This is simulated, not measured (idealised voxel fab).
Documented hereafter: the process module known as voxel wiring stack.
The figure presents cross-section cut, which has a width of 295 nm and is divided into square cells with an edge length of 5 nm.
In what follows, cross-sections appear as grids of square cells, described through bands that run from the top down, where every band is one or more rows of cells.
Basically the band line says how high the top is and how high the bottom is, in nm, and then what's in it from left to right, every material with its width in nm. Empty space shows up as "air", and if a single material carries "all across" it runs the full band edge to edge.
The reference from which all heights are counted is 0, the level beneath which the as-received wafer is entirely one material; the lowest band, having no lower bound, proceeds downward and is written after the example "z 0 and below".
Think of "30 to 40" as a width that walks from the first number to the second as you go down the band, top row to bottom row, taking equal-sized steps from row to row.
The cross-section has no changed cell in any step marked "identical to before".
The list in "Enclosed internal voids" covers empty spaces of 8 cells or more that cannot reach the top through any open way, and it gives each as width x height at distance; the distance is from the left edge, and width, height and distance are in nm.
On each step's line, the part that comes after the settings is the simulator's own comment on the step.
Each step line may optionally specify "overlay nm", which for a step with a mask gives the rightward distance between the mask's planned place and where it lay, a negative value indicating the leftward direction.

-- Process steps - plan
1,RECEIVE,material Si
2,CONFORMAL_DEP,material SiO2,thk nm 10
3,DIRECTIONAL_DEP,material TiN,thk nm 5
4,DIRECTIONAL_DEP,material Ru,thk nm 20
5,MASKED_ETCH,tone cover,mask id METAL_1,width nm 30,pitch nm 50,etch materials Ru,depth nm 20,overlay nm 0
6,MASKED_ETCH,tone cover,mask id METAL_1,width nm 30,pitch nm 50,etch materials TiN,depth nm 5,overlay nm 0
7,FILL_DEP,material SiO2,thk nm 5
8,CMP,height nm 35
9,CONFORMAL_DEP,material SiCN,thk nm 5
10,DIRECTIONAL_DEP,material lowk,thk nm 25
11,MASKED_ETCH,tone open,mask id METAL_2_HOLES,width nm 15,pitch nm 50,etch materials lowk,depth nm 25,overlay nm 0
12,MASKED_ETCH,tone open,mask id METAL_2,width nm 30,pitch nm 50,etch materials lowk,depth nm 15,overlay nm 0
13,MASKED_ETCH,tone open,mask id METAL_2,width nm 30,pitch nm 50,etch materials SiCN,depth nm 5,overlay nm 0
14,CONFORMAL_DEP,material TiN,thk nm 5
15,FILL_DEP,material Ru,thk nm 5
16,CMP,height nm 55
17,CONFORMAL_DEP,material SiCN,thk nm 5
18,DIRECTIONAL_DEP,material SiO2,thk nm 10
19,MASKED_ETCH,tone open,mask id PLUG_2,width nm 15,pitch nm 100,etch materials SiO2,depth nm 10,overlay nm 0
20,MASKED_ETCH,tone open,mask id PLUG_2,width nm 15,pitch nm 100,etch materials SiCN,depth nm 5,overlay nm 0
21,EPI,material Ru,thk nm 10
22,EPI,material Ru,thk nm 5
23,DIRECTIONAL_DEP,material TiN,thk nm 5
24,DIRECTIONAL_DEP,material W,thk nm 25
25,MASKED_ETCH,tone cover,mask id METAL_3,width nm 30,pitch nm 50,etch materials W,depth nm 25,overlay nm 0
26,MASKED_ETCH,tone cover,mask id METAL_3,width nm 30,pitch nm 50,etch materials TiN,depth nm 5,overlay nm 0
27,CONFORMAL_DEP,material SiCN,thk nm 5
28,FILL_DEP,material lowk,thk nm 5
29,CMP,height nm 110
30,CONFORMAL_DEP,material SiCN,thk nm 5
31,DIRECTIONAL_DEP,material SiO2,thk nm 25
32,DIRECTIONAL_DEP,material aC,thk nm 10
33,PATTERN,tone open,mask id METAL_4,material resist,width nm 30,pitch nm 50,thk nm 25,overlay nm 0
34,DIRECTIONAL_ETCH,etch materials aC,depth nm 10
35,STRIP,etch materials resist
36,DIRECTIONAL_ETCH,etch materials SiO2,depth nm 15
37,STRIP,etch materials aC
38,MASKED_ETCH,tone open,mask id METAL_4_HOLES,width nm 15,pitch nm 50,etch materials SiO2,depth nm 10,overlay nm 0
39,MASKED_ETCH,tone open,mask id METAL_4_HOLES,width nm 15,pitch nm 50,etch materials SiCN,depth nm 5,overlay nm 0
40,CONFORMAL_DEP,material TiN,thk nm 5
41,FILL_DEP,material Cu,thk nm 10
42,CMP,height nm 140
43,CONFORMAL_DEP,material SiN,thk nm 5
Split variable: height nm, step 16. Plan value = first wafer. Wafers start alike.

-- The first of several wafers, as received after step 1, seen in section
* z 0 and below  Si all across
* Enclosed internal voids: none

-- Module end state after final step 43: cross-section of the first of several wafers
* z 145 to 140  SiN all across
* z 140 to 130  55 SiO2; 5 TiN; 20 Cu; 5 TiN; 20 SiO2; 5 TiN; 20 Cu; 5 TiN; 20 SiO2; 5 TiN; 20 Cu; 5 TiN; 20 SiO2; 5 TiN; 20 Cu; 5 TiN; 60 SiO2
* z 130 to 125  55 SiO2; 5 TiN; 5 Cu; 20 TiN; 20 SiO2; 5 TiN; 5 Cu; 20 TiN; 20 SiO2; 5 TiN; 5 Cu; 20 TiN; 20 SiO2; 5 TiN; 5 Cu; 20 TiN; 60 SiO2
* z 125 to 115  55 SiO2; 5 TiN; 5 Cu; 5 TiN; 35 SiO2; 5 TiN; 5 Cu; 5 TiN; 35 SiO2; 5 TiN; 5 Cu; 5 TiN; 35 SiO2; 5 TiN; 5 Cu; 5 TiN; 75 SiO2
* z 115 to 110  55 SiCN; 15 TiN; 35 SiCN; 15 TiN; 35 SiCN; 15 TiN; 35 SiCN; 15 TiN; 75 SiCN
* z 110 to 105  lowk all across
* z 105 to 100  50 lowk; 40 SiCN; 10 lowk; 40 SiCN; 10 lowk; 40 SiCN; 10 lowk; 40 SiCN; 55 lowk
* z 100 to 75  50 lowk; 5 SiCN; 30 W; 5 SiCN; 10 lowk; 5 SiCN; 30 W; 5 SiCN; 10 lowk; 5 SiCN; 30 W; 5 SiCN; 10 lowk; 5 SiCN; 30 W; 5 SiCN; 55 lowk
* z 75 to 70  55 SiCN; 30 TiN; 20 SiCN; 30 TiN; 20 SiCN; 30 TiN; 20 SiCN; 30 TiN; 60 SiCN
* z 70 to 60  55 SiO2; 15 Ru; 85 SiO2; 15 Ru; 125 SiO2
* z 60 to 55  55 SiCN; 15 Ru; 85 SiCN; 15 Ru; 125 SiCN
* z 55 to 50  55 lowk; 5 TiN; 5 Ru; 20 TiN; 20 lowk; 5 TiN; 5 Ru; 20 TiN; 20 lowk; 5 TiN; 5 Ru; 20 TiN; 20 lowk; 5 TiN; 5 Ru; 20 TiN; 60 lowk
* z 50 to 40  55 lowk; 5 TiN; 5 Ru; 5 TiN; 35 lowk; 5 TiN; 5 Ru; 5 TiN; 35 lowk; 5 TiN; 5 Ru; 5 TiN; 35 lowk; 5 TiN; 5 Ru; 5 TiN; 75 lowk
* z 40 to 35  55 SiCN; 15 TiN; 35 SiCN; 15 TiN; 35 SiCN; 15 TiN; 35 SiCN; 15 TiN; 75 SiCN
* z 35 to 15  55 SiO2; 30 Ru; 20 SiO2; 30 Ru; 20 SiO2; 30 Ru; 20 SiO2; 30 Ru; 60 SiO2
* z 15 to 10  55 SiO2; 30 TiN; 20 SiO2; 30 TiN; 20 SiO2; 30 TiN; 20 SiO2; 30 TiN; 60 SiO2
* z 10 to 0  SiO2 all across
* z 0 and below  Si all across
* Enclosed internal voids: none

-- Sectional view of the last wafer upon completion of the module
* z 145 to 140  SiN all across
* z 140 to 130  55 SiO2; 5 TiN; 20 Cu; 5 TiN; 20 SiO2; 5 TiN; 20 Cu; 5 TiN; 20 SiO2; 5 TiN; 20 Cu; 5 TiN; 20 SiO2; 5 TiN; 20 Cu; 5 TiN; 60 SiO2
* z 130 to 125  55 SiO2; 5 TiN; 5 Cu; 20 TiN; 20 SiO2; 5 TiN; 5 Cu; 20 TiN; 20 SiO2; 5 TiN; 5 Cu; 20 TiN; 20 SiO2; 5 TiN; 5 Cu; 20 TiN; 60 SiO2
* z 125 to 115  55 SiO2; 5 TiN; 5 Cu; 5 TiN; 35 SiO2; 5 TiN; 5 Cu; 5 TiN; 35 SiO2; 5 TiN; 5 Cu; 5 TiN; 35 SiO2; 5 TiN; 5 Cu; 5 TiN; 75 SiO2
* z 115 to 110  55 SiCN; 15 TiN; 35 SiCN; 15 TiN; 35 SiCN; 15 TiN; 35 SiCN; 15 TiN; 75 SiCN
* z 110 to 95  50 lowk; 5 SiCN; 30 W; 5 SiCN; 10 lowk; 5 SiCN; 30 W; 5 SiCN; 10 lowk; 5 SiCN; 30 W; 5 SiCN; 10 lowk; 5 SiCN; 30 W; 5 SiCN; 55 lowk
* z 95 to 90  55 SiCN; 30 TiN; 20 SiCN; 30 TiN; 20 SiCN; 30 TiN; 20 SiCN; 30 TiN; 60 SiCN
* z 90 to 80  55 SiO2; 15 Ru; 85 SiO2; 15 Ru; 125 SiO2
* z 80 to 75  55 SiCN; 15 Ru; 85 SiCN; 15 Ru; 125 SiCN
* z 75 to 70  Ru all across
* z 70 to 65  60 TiN; 20 Ru; 30 TiN; 20 Ru; 30 TiN; 20 Ru; 30 TiN; 20 Ru; 65 TiN
* z 65 to 55  55 lowk; 5 TiN; 20 Ru; 5 TiN; 20 lowk; 5 TiN; 20 Ru; 5 TiN; 20 lowk; 5 TiN; 20 Ru; 5 TiN; 20 lowk; 5 TiN; 20 Ru; 5 TiN; 60 lowk
* z 55 to 50  55 lowk; 5 TiN; 5 Ru; 20 TiN; 20 lowk; 5 TiN; 5 Ru; 20 TiN; 20 lowk; 5 TiN; 5 Ru; 20 TiN; 20 lowk; 5 TiN; 5 Ru; 20 TiN; 60 lowk
* z 50 to 40  55 lowk; 5 TiN; 5 Ru; 5 TiN; 35 lowk; 5 TiN; 5 Ru; 5 TiN; 35 lowk; 5 TiN; 5 Ru; 5 TiN; 35 lowk; 5 TiN; 5 Ru; 5 TiN; 75 lowk
* z 40 to 35  55 SiCN; 15 TiN; 35 SiCN; 15 TiN; 35 SiCN; 15 TiN; 35 SiCN; 15 TiN; 75 SiCN
* z 35 to 15  55 SiO2; 30 Ru; 20 SiO2; 30 Ru; 20 SiO2; 30 Ru; 20 SiO2; 30 Ru; 60 SiO2
* z 15 to 10  55 SiO2; 30 TiN; 20 SiO2; 30 TiN; 20 SiO2; 30 TiN; 20 SiO2; 30 TiN; 60 SiO2
* z 10 to 0  SiO2 all across
* z 0 and below  Si all across
* Enclosed internal voids: none

-- The following table contains a row per wafer, in which are reported, at the conclusion of the module, the cells of each material gained (+) or lost (-) since the wafer's receipt, with its closed voids given thereafter
height nm 55, +44 Cu, +126 Ru, +254 SiCN, +59 SiN, +598 SiO2, +160 TiN, +120 W, +350 lowk, Enclosed internal voids: none
height nm 60, +44 Cu, +142 Ru, +254 SiCN, +59 SiN, +598 SiO2, +168 TiN, +120 W, +326 lowk, Enclosed internal voids: none
height nm 65, +44 Cu, +158 Ru, +222 SiCN, +59 SiN, +598 SiO2, +176 TiN, +120 W, +334 lowk, Enclosed internal voids: none
height nm 70, +44 Cu, +174 Ru, +214 SiCN, +59 SiN, +598 SiO2, +219 TiN, +96 W, +307 lowk, Enclosed internal voids: none
height nm 75, +44 Cu, +233 Ru, +206 SiCN, +59 SiN, +598 SiO2, +219 TiN, +72 W, +280 lowk, Enclosed internal voids: none
